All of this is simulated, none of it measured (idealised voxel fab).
This section sets out a process module, namely voxel tone inversion.
180 nm wide, 5 nm square cells: that's cross-section cut.
Reading order for cross-sections: top band down to bottom band. Underlying form: a grid of square cells. Band size: one or more rows of cells. Top, bottom (nm), then materials left to right with widths (nm); lone material tagged "edge to edge" fills the whole band edge to edge; "empty" = empty space. It should be noted that heights are counted from 0, beneath which the wafer as supplied is of one material throughout, and that the lowest band possesses no lower boundary but continues downward, as written in "0..down". The two numbers in a width such as "30->40" mark its ends across the band: the first belongs to the top row of cells, the second to the bottom row, and from each row to the next the width moves by the same amount. You'll sometimes find "identical to before" written for a step, and that's the way of saying that nowhere in the cross-section did a cell change during that step. The list in "Unvented voids" covers empty spaces of 8 cells or more that cannot reach the top through any open way, and it gives each as width x height at distance; the distance is from the left edge, and width, height and distance are in nm. The remark found on a step's line after its settings is issued by the simulator itself and pertains to that step. If you see "overlay nm" on a step's line and that step has a mask, it's telling you how far right of where it was planned the mask ended up; a negative number means it went left instead.
The planned process steps are enumerated hereunder:
| 1 | op RECEIVE | material Si |
| 2 | op CONFORMAL_DEP | material SiN | thk nm 5 |
| 3 | op DIRECTIONAL_DEP | material aC | thk nm 15 |
| 4 | op PATTERN | tone cover | mask id POSTS | material resist | width nm 20 | pitch nm 35 | thk nm 25 | overlay nm -15 |
| 5 | op DIRECTIONAL_ETCH | etch materials aC | depth nm 15 |
| 6 | op STRIP | etch materials resist |
| 7 | op FILL_DEP | material SiO2 | thk nm 5 |
| 8 | op CMP | height nm 20 |
| 9 | op STRIP | etch materials aC |
The value of overlay nm given for step 4 in the plan refers to the first wafer; the wafers vary in this setting and are alike at the start.
The first of several wafers as received, shown in cross-section; this is its state after step 1:
0..down | Si edge to edge
Unvented voids: none
each wafer at the end: cells of each material gained (+) or lost (-) since it was received, then its closed voids:
overlay nm -15; +36 SiN; +72 SiO2; Unvented voids: none
overlay nm -10; +36 SiN; +72 SiO2; Unvented voids: none
overlay nm -5; +36 SiN; +72 SiO2; Unvented voids: none
overlay nm 0; +36 SiN; +72 SiO2; Unvented voids: none
overlay nm 5; +36 SiN; +72 SiO2; Unvented voids: none
overlay nm 10; +36 SiN; +72 SiO2; Unvented voids: none
overlay nm 15; +36 SiN; +72 SiO2; Unvented voids: none
